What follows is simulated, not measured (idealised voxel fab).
Process module name: voxel gate over fins
FYI the section here is cut, 235 nm wide, cells are 5 nm squares.
How to read a cross-section here: the picture is a grid of square cells, written as bands going from the top down, and any band can span one or more rows of cells. Heads up on the band format: heights come first, top then bottom, in nm. After that it's the materials left to right, each with its width in nm. A single material flagged "all across" fills the whole band edge to edge, and "air" means there's empty space there. It should be noted that heights are counted from 0, beneath which the wafer as supplied is of one material throughout, and that the lowest band possesses no lower boundary but continues downward, as written in "0 down". Per-row width for "30->40": begins at first number (top row of band), ends at second number (bottom row), increment between rows held constant. "all unchanged" means the step left every cell of the cross-section as it was. Heads up: "Cavities, sealed" only lists the empty pockets with no open path to the top that are 8 cells or more, and it writes them as width x height at distance, distance from the left edge, in nm. On a step's line, text after the settings is the simulator commenting on that step. overlay nm: on a step with a mask, how far right of its planned place the mask lay; negative means left. Guide to the pairs. Each holds a before and an after cross-section around one process step; the after cross-section is cut off at the lowest band that changed. Look under the pair for the step between them and its settings. Pairs can come from different runs of this module on the same starting wafer, so a pair follows on from the one above it only where its entry headed "Prior to step" says it does.
## Prior to step
    0 down | Si all across
    Cavities, sealed: none
## Cross-Section After Step
    10 to 0 | SiN all across
    Nothing below the height 0 has changed.
    Cavities, sealed: none
As a process note, the step between the before and after cross-sections shown above is CONFORMAL_DEP,material SiN,thk nm 10
Prior to step: cross-section not repeated; it is the one shown after the step in the pair just above.
## Cross-Section After Step
    10 to 0 | 90 air / 15 SiN / 20 air / 15 SiN / 95 air
    Nothing below the height 0 has changed.
    Cavities, sealed: none
As a process note, the step between the before and after cross-sections shown above is MASKED_ETCH,tone cover,mask id FINS,width nm 15,pitch nm 35,etch materials SiN,depth nm 10,overlay nm 0
Prior to step: cross-section not repeated; it is the one shown after the step in the pair just above.
## Cross-Section After Step
    10 to 0 | 90 air / 15 SiN / 20 air / 15 SiN / 95 air
    0 to -35 | 90 air / 15 Si / 20 air / 15 Si / 95 air
    Nothing below the height -35 has changed.
    Cavities, sealed: none
As a process note, the step between the before and after cross-sections shown above is MASKED_ETCH,tone cover,mask id FINS,width nm 15,pitch nm 35,etch materials Si,depth nm 35,overlay nm 0
Prior to step: cross-section not repeated; it is the one shown after the step in the pair just above.
## Cross-Section After Step
    25 to 10 | SiO2 all across
    10 to 0 | 90 SiO2 / 15 SiN / 20 SiO2 / 15 SiN / 95 SiO2
    0 to -35 | 90 SiO2 / 15 Si / 20 SiO2 / 15 Si / 95 SiO2
    Nothing below the height -35 has changed.
    Cavities, sealed: none
As a process note, the step between the before and after cross-sections shown above is FILL_DEP,material SiO2,thk nm 15
Prior to step: cross-section not repeated; it is the one shown after the step in the pair just above.
## Cross-Section After Step
    10 to 0 | 90 SiO2 / 15 SiN / 20 SiO2 / 15 SiN / 95 SiO2
    Nothing below the height 0 has changed.
    Cavities, sealed: none
As a process note, the step between the before and after cross-sections shown above is CMP,height nm 10
Prior to step: cross-section not repeated; it is the one shown after the step in the pair just above.
## Cross-Section After Step
    10 to 0 | 90 air / 15 SiN / 20 air / 15 SiN / 95 air
    0 to -10 | 90 air / 15 Si / 20 air / 15 Si / 95 air
    Nothing below the height -10 has changed.
    Cavities, sealed: none
As a process note, the step between the before and after cross-sections shown above is SELECTIVE_ETCH,etch materials SiO2,depth nm 20
Prior to step: cross-section not repeated; it is the one shown after the step in the pair just above.
## Cross-Section After Step
    0 to -10 | 90 air / 15 Si / 20 air / 15 Si / 95 air
    Nothing below the height -10 has changed.
    Cavities, sealed: none
As a process note, the step between the before and after cross-sections shown above is STRIP,etch materials SiN
Prior to step: cross-section not repeated; it is the one shown after the step in the pair just above.
## Cross-Section After Step
    5 to 0 | 85 air / 25 HfO2 / 10 air / 25 HfO2 / 90 air
    0 to -5 | 85 air / 5 HfO2 / 15 Si / 5 HfO2 / 10 air / 5 HfO2 / 15 Si / 5 HfO2 / 90 air
    -5 to -10 | 90 HfO2 / 15 Si / 20 HfO2 / 15 Si / 95 HfO2
    Nothing below the height -10 has changed.
    Cavities, sealed: none
As a process note, the step between the before and after cross-sections shown above is CONFORMAL_DEP,material HfO2,thk nm 5
Prior to step: cross-section not repeated; it is the one shown after the step in the pair just above.
## Cross-Section After Step
    10 to 5 | 80 air / 70 TiN / 85 air
    5 to 0 | 80 air / 5 TiN / 25 HfO2 / 10 TiN / 25 HfO2 / 5 TiN / 85 air
    0 to -5 | 85 TiN / 5 HfO2 / 15 Si / 5 HfO2 / 10 TiN / 5 HfO2 / 15 Si / 5 HfO2 / 90 TiN
    Nothing below the height -5 has changed.
    Cavities, sealed: none
As a process note, the step between the before and after cross-sections shown above is CONFORMAL_DEP,material TiN,thk nm 5
Prior to step: cross-section not repeated; it is the one shown after the step in the pair just above.
## Cross-Section After Step
    25 to 10 | W all across
    10 to 5 | 80 W / 70 TiN / 85 W
    5 to 0 | 80 W / 5 TiN / 25 HfO2 / 10 TiN / 25 HfO2 / 5 TiN / 85 W
    Nothing below the height 0 has changed.
    Cavities, sealed: none
As a process note, the step between the before and after cross-sections shown above is FILL_DEP,material W,thk nm 15
Prior to step: cross-section not repeated; it is the one shown after the step in the pair just above.
## Cross-Section After Step
    20 to 10 | W all across
    Nothing below the height 10 has changed.
    Cavities, sealed: none
As a process note, the step between the before and after cross-sections shown above is CMP,height nm 20
Prior to step: cross-section not repeated; it is the one shown after the step in the pair just above.
## Cross-Section After Step
    25 to 20 | SiCN all across
    Nothing below the height 20 has changed.
    Cavities, sealed: none
As a process note, the step between the before and after cross-sections shown above is CONFORMAL_DEP,material SiCN,thk nm 5
## Prior to step
    0 to -10 | 90 air / 15 Si / 20 air / 15 Si / 95 air
    -10 to -35 | 90 SiO2 / 15 Si / 20 SiO2 / 15 Si / 95 SiO2
    -35 down | Si all across
    Cavities, sealed: none
## Cross-Section After Step
    5 to 0 | 85 air / 25 TiN / 10 air / 25 TiN / 90 air
    0 to -5 | 85 air / 5 TiN / 15 Si / 5 TiN / 10 air / 5 TiN / 15 Si / 5 TiN / 90 air
    -5 to -10 | 90 TiN / 15 Si / 20 TiN / 15 Si / 95 TiN
    Nothing below the height -10 has changed.
    Cavities, sealed: none
As a process note, the step between the before and after cross-sections shown above is CONFORMAL_DEP,material TiN,thk nm 5
Prior to step: cross-section not repeated; it is the one shown after the step in the pair just above.
## Cross-Section After Step
    20 to 5 | W all across
    5 to 0 | 85 W / 25 TiN / 10 W / 25 TiN / 90 W
    0 to -5 | 85 W / 5 TiN / 15 Si / 5 TiN / 10 W / 5 TiN / 15 Si / 5 TiN / 90 W
    Nothing below the height -5 has changed.
    Cavities, sealed: none
As a process note, the step between the before and after cross-sections shown above is FILL_DEP,material W,thk nm 15
Prior to step: cross-section not repeated; it is the one shown after the step in the pair just above.
## Cross-Section After Step
    25 to 20 | SiCN all across
    Nothing below the height 20 has changed.
    Cavities, sealed: none
As a process note, the step between the before and after cross-sections shown above is CONFORMAL_DEP,material SiCN,thk nm 5
## Prior to step
    10 to 0 | 90 air / 15 SiN / 20 air / 15 SiN / 95 air
    0 to -35 | 90 air / 15 Si / 20 air / 15 Si / 95 air
    -35 down | Si all across
    Cavities, sealed: none
## Cross-Section After Step
    10 to 0 | 90 air / 15 SiN / 20 air / 15 SiN / 95 air
    0 to -70 | 90 air / 15 Si / 20 air / 15 Si / 95 air
    Nothing below the height -70 has changed.
    Cavities, sealed: none
As a process note, the step between the before and after cross-sections shown above is MASKED_ETCH,tone cover,mask id FINS,width nm 15,pitch nm 35,etch materials Si,depth nm 35,overlay nm 0
Prior to step: cross-section not repeated; it is the one shown after the step in the pair just above.
## Cross-Section After Step
    25 to 10 | SiO2 all across
    10 to 0 | 90 SiO2 / 15 SiN / 20 SiO2 / 15 SiN / 95 SiO2
    0 to -70 | 90 SiO2 / 15 Si / 20 SiO2 / 15 Si / 95 SiO2
    Nothing below the height -70 has changed.
    Cavities, sealed: none
As a process note, the step between the before and after cross-sections shown above is FILL_DEP,material SiO2,thk nm 15
Prior to step: cross-section not repeated; it is the one shown after the step in the pair just above.
## Cross-Section After Step
    10 to 0 | 90 SiO2 / 15 SiN / 20 SiO2 / 15 SiN / 95 SiO2
    Nothing below the height 0 has changed.
    Cavities, sealed: none
As a process note, the step between the before and after cross-sections shown above is CMP,height nm 10
Prior to step: cross-section not repeated; it is the one shown after the step in the pair just above.
## Cross-Section After Step
    10 to 0 | 90 air / 15 SiN / 20 air / 15 SiN / 95 air
    0 to -10 | 90 air / 15 Si / 20 air / 15 Si / 95 air
    Nothing below the height -10 has changed.
    Cavities, sealed: none
As a process note, the step between the before and after cross-sections shown above is SELECTIVE_ETCH,etch materials SiO2,depth nm 20
Prior to step: cross-section not repeated; it is the one shown after the step in the pair just above.
## Cross-Section After Step
    0 to -10 | 90 air / 15 Si / 20 air / 15 Si / 95 air
    Nothing below the height -10 has changed.
    Cavities, sealed: none
As a process note, the step between the before and after cross-sections shown above is STRIP,etch materials SiN
Prior to step: cross-section not repeated; it is the one shown after the step in the pair just above.
## Cross-Section After Step
    5 to 0 | 85 air / 25 HfO2 / 10 air / 25 HfO2 / 90 air
    0 to -5 | 85 air / 5 HfO2 / 15 Si / 5 HfO2 / 10 air / 5 HfO2 / 15 Si / 5 HfO2 / 90 air
    -5 to -10 | 90 HfO2 / 15 Si / 20 HfO2 / 15 Si / 95 HfO2
    Nothing below the height -10 has changed.
    Cavities, sealed: none
As a process note, the step between the before and after cross-sections shown above is CONFORMAL_DEP,material HfO2,thk nm 5
Prior to step: cross-section not repeated; it is the one shown after the step in the pair just above.
## Cross-Section After Step
    10 to 5 | 80 air / 70 TiN / 85 air
    5 to 0 | 80 air / 5 TiN / 25 HfO2 / 10 TiN / 25 HfO2 / 5 TiN / 85 air
    0 to -5 | 85 TiN / 5 HfO2 / 15 Si / 5 HfO2 / 10 TiN / 5 HfO2 / 15 Si / 5 HfO2 / 90 TiN
    Nothing below the height -5 has changed.
    Cavities, sealed: none
As a process note, the step between the before and after cross-sections shown above is CONFORMAL_DEP,material TiN,thk nm 5
Prior to step: cross-section not repeated; it is the one shown after the step in the pair just above.
## Cross-Section After Step
    25 to 10 | W all across
    10 to 5 | 80 W / 70 TiN / 85 W
    5 to 0 | 80 W / 5 TiN / 25 HfO2 / 10 TiN / 25 HfO2 / 5 TiN / 85 W
    Nothing below the height 0 has changed.
    Cavities, sealed: none
As a process note, the step between the before and after cross-sections shown above is FILL_DEP,material W,thk nm 15
Prior to step: cross-section not repeated; it is the one shown after the step in the pair just above.
## Cross-Section After Step
    20 to 10 | W all across
    Nothing below the height 10 has changed.
    Cavities, sealed: none
As a process note, the step between the before and after cross-sections shown above is CMP,height nm 20
Prior to step: cross-section not repeated; it is the one shown after the step in the pair just above.
## Cross-Section After Step
    25 to 20 | SiCN all across
    Nothing below the height 20 has changed.
    Cavities, sealed: none
As a process note, the step between the before and after cross-sections shown above is CONFORMAL_DEP,material SiCN,thk nm 5
## Prior to step
    5 to 0 | 85 air / 25 TiN / 10 air / 25 TiN / 90 air
    0 to -5 | 85 air / 5 TiN / 15 Si / 5 TiN / 10 air / 5 TiN / 15 Si / 5 TiN / 90 air
    -5 to -10 | 90 TiN / 15 Si / 20 TiN / 15 Si / 95 TiN
    -10 to -35 | 90 SiO2 / 15 Si / 20 SiO2 / 15 Si / 95 SiO2
    -35 down | Si all across
    Cavities, sealed: none
## Cross-Section After Step
    10 to 5 | 80 air / 70 HfO2 / 85 air
    5 to 0 | 80 air / 5 HfO2 / 25 TiN / 10 HfO2 / 25 TiN / 5 HfO2 / 85 air
    0 to -5 | 85 HfO2 / 5 TiN / 15 Si / 5 TiN / 10 HfO2 / 5 TiN / 15 Si / 5 TiN / 90 HfO2
    Nothing below the height -5 has changed.
    Cavities, sealed: none
As a process note, the step between the before and after cross-sections shown above is CONFORMAL_DEP,material HfO2,thk nm 5
Prior to step: cross-section not repeated; it is the one shown after the step in the pair just above.
## Cross-Section After Step
    25 to 10 | W all across
    10 to 5 | 80 W / 70 HfO2 / 85 W
    5 to 0 | 80 W / 5 HfO2 / 25 TiN / 10 HfO2 / 25 TiN / 5 HfO2 / 85 W
    Nothing below the height 0 has changed.
    Cavities, sealed: none
As a process note, the step between the before and after cross-sections shown above is FILL_DEP,material W,thk nm 15
Prior to step: cross-section not repeated; it is the one shown after the step in the pair just above.
## Cross-Section After Step
    20 to 10 | W all across
    Nothing below the height 10 has changed.
    Cavities, sealed: none
As a process note, the step between the before and after cross-sections shown above is CMP,height nm 20
Prior to step: cross-section not repeated; it is the one shown after the step in the pair just above.
## Cross-Section After Step
    25 to 20 | SiCN all across
    Nothing below the height 20 has changed.
    Cavities, sealed: none
As a process note, the step between the before and after cross-sections shown above is CONFORMAL_DEP,material SiCN,thk nm 5
## Prior to step
    10 to 0 | 90 air / 15 SiN / 20 air / 15 SiN / 95 air
    0 down | Si all across
    Cavities, sealed: none
## Cross-Section After Step
    10 to 0 | 90 air / 15 SiN / 20 air / 15 SiN / 95 air
    0 to -30 | 90 air / 15 Si / 20 air / 15 Si / 95 air
    Nothing below the height -30 has changed.
    Cavities, sealed: none
As a process note, the step between the before and after cross-sections shown above is MASKED_ETCH,tone cover,mask id FINS,width nm 15,pitch nm 35,etch materials Si,depth nm 30,overlay nm 0
Prior to step: cross-section not repeated; it is the one shown after the step in the pair just above.
## Cross-Section After Step
    25 to 10 | SiO2 all across
    10 to 0 | 90 SiO2 / 15 SiN / 20 SiO2 / 15 SiN / 95 SiO2
    0 to -30 | 90 SiO2 / 15 Si / 20 SiO2 / 15 Si / 95 SiO2
    Nothing below the height -30 has changed.
    Cavities, sealed: none
As a process note, the step between the before and after cross-sections shown above is FILL_DEP,material SiO2,thk nm 15
Prior to step: cross-section not repeated; it is the one shown after the step in the pair just above.
## Cross-Section After Step
    10 to 0 | 90 SiO2 / 15 SiN / 20 SiO2 / 15 SiN / 95 SiO2
    Nothing below the height 0 has changed.
    Cavities, sealed: none
As a process note, the step between the before and after cross-sections shown above is CMP,height nm 10
Prior to step: cross-section not repeated; it is the one shown after the step in the pair just above.
## Cross-Section After Step
    10 to 0 | 90 air / 15 SiN / 20 air / 15 SiN / 95 air
    0 to -10 | 90 air / 15 Si / 20 air / 15 Si / 95 air
    Nothing below the height -10 has changed.
    Cavities, sealed: none
As a process note, the step between the before and after cross-sections shown above is SELECTIVE_ETCH,etch materials SiO2,depth nm 20
Prior to step: cross-section not repeated; it is the one shown after the step in the pair just above.
## Cross-Section After Step
    0 to -10 | 90 air / 15 Si / 20 air / 15 Si / 95 air
    Nothing below the height -10 has changed.
    Cavities, sealed: none
As a process note, the step between the before and after cross-sections shown above is STRIP,etch materials SiN
Prior to step: cross-section not repeated; it is the one shown after the step in the pair just above.
## Cross-Section After Step
    5 to 0 | 85 air / 25 HfO2 / 10 air / 25 HfO2 / 90 air
    0 to -5 | 85 air / 5 HfO2 / 15 Si / 5 HfO2 / 10 air / 5 HfO2 / 15 Si / 5 HfO2 / 90 air
    -5 to -10 | 90 HfO2 / 15 Si / 20 HfO2 / 15 Si / 95 HfO2
    Nothing below the height -10 has changed.
    Cavities, sealed: none
As a process note, the step between the before and after cross-sections shown above is CONFORMAL_DEP,material HfO2,thk nm 5
Prior to step: cross-section not repeated; it is the one shown after the step in the pair just above.
## Cross-Section After Step
    10 to 5 | 80 air / 70 TiN / 85 air
    5 to 0 | 80 air / 5 TiN / 25 HfO2 / 10 TiN / 25 HfO2 / 5 TiN / 85 air
    0 to -5 | 85 TiN / 5 HfO2 / 15 Si / 5 HfO2 / 10 TiN / 5 HfO2 / 15 Si / 5 HfO2 / 90 TiN
    Nothing below the height -5 has changed.
    Cavities, sealed: none
As a process note, the step between the before and after cross-sections shown above is CONFORMAL_DEP,material TiN,thk nm 5
Prior to step: cross-section not repeated; it is the one shown after the step in the pair just above.
## Cross-Section After Step
    25 to 10 | W all across
    10 to 5 | 80 W / 70 TiN / 85 W
    5 to 0 | 80 W / 5 TiN / 25 HfO2 / 10 TiN / 25 HfO2 / 5 TiN / 85 W
    Nothing below the height 0 has changed.
    Cavities, sealed: none
As a process note, the step between the before and after cross-sections shown above is FILL_DEP,material W,thk nm 15
Prior to step: cross-section not repeated; it is the one shown after the step in the pair just above.
## Cross-Section After Step
    20 to 10 | W all across
    Nothing below the height 10 has changed.
    Cavities, sealed: none
As a process note, the step between the before and after cross-sections shown above is CMP,height nm 20
Prior to step: cross-section not repeated; it is the one shown after the step in the pair just above.
## Cross-Section After Step
    25 to 20 | SiCN all across
    Nothing below the height 20 has changed.
    Cavities, sealed: none
As a process note, the step between the before and after cross-sections shown above is CONFORMAL_DEP,material SiCN,thk nm 5
## Prior to step
    10 to 0 | 90 air / 15 SiN / 20 air / 15 SiN / 95 air
    0 to -35 | 90 air / 15 Si / 20 air / 15 Si / 95 air
    -35 down | Si all across
    Cavities, sealed: none
## Cross-Section After Step
    25 to 10 | HfO2 all across
    10 to 0 | 90 HfO2 / 15 SiN / 20 HfO2 / 15 SiN / 95 HfO2
    0 to -35 | 90 HfO2 / 15 Si / 20 HfO2 / 15 Si / 95 HfO2
    Nothing below the height -35 has changed.
    Cavities, sealed: none
As a process note, the step between the before and after cross-sections shown above is FILL_DEP,material HfO2,thk nm 15
Prior to step: cross-section not repeated; it is the one shown after the step in the pair just above.
## Cross-Section After Step
    10 to 0 | 90 HfO2 / 15 SiN / 20 HfO2 / 15 SiN / 95 HfO2
    Nothing below the height 0 has changed.
    Cavities, sealed: none
As a process note, the step between the before and after cross-sections shown above is CMP,height nm 10
Prior to step: cross-section not repeated; it is the one shown after the step in the pair just above.
## Cross-Section After Step
    10 to 0 | 90 HfO2 / 15 air / 20 HfO2 / 15 air / 95 HfO2
    Nothing below the height 0 has changed.
    Cavities, sealed: none
As a process note, the step between the before and after cross-sections shown above is STRIP,etch materials SiN
Prior to step: cross-section not repeated; it is the one shown after the step in the pair just above.
## Cross-Section After Step
    15 to 5 | 95 HfO2 / 5 air / 30 HfO2 / 5 air / 100 HfO2
    5 to 0 | HfO2 all across
    Nothing below the height 0 has changed.
    Cavities, sealed: none
As a process note, the step between the before and after cross-sections shown above is CONFORMAL_DEP,material HfO2,thk nm 5
Prior to step: cross-section not repeated; it is the one shown after the step in the pair just above.
## Cross-Section After Step
    20 to 15 | TiN all across
    15 to 5 | 95 HfO2 / 5 TiN / 30 HfO2 / 5 TiN / 100 HfO2
    Nothing below the height 5 has changed.
    Cavities, sealed: none
As a process note, the step between the before and after cross-sections shown above is CONFORMAL_DEP,material TiN,thk nm 5
Prior to step: cross-section not repeated; it is the one shown after the step in the pair just above.
## Cross-Section After Step
    35 to 20 | W all across
    Nothing below the height 20 has changed.
    Cavities, sealed: none
As a process note, the step between the before and after cross-sections shown above is FILL_DEP,material W,thk nm 15
Prior to step: cross-section not repeated; it is the one shown after the step in the pair just above.
## Cross-Section After Step
    20 to 15 | TiN all across
    Nothing below the height 15 has changed.
    Cavities, sealed: none
As a process note, the step between the before and after cross-sections shown above is CMP,height nm 20
Prior to step: cross-section not repeated; it is the one shown after the step in the pair just above.
## Cross-Section After Step
    25 to 20 | SiCN all across
    Nothing below the height 20 has changed.
    Cavities, sealed: none
As a process note, the step between the before and after cross-sections shown above is CONFORMAL_DEP,material SiCN,thk nm 5
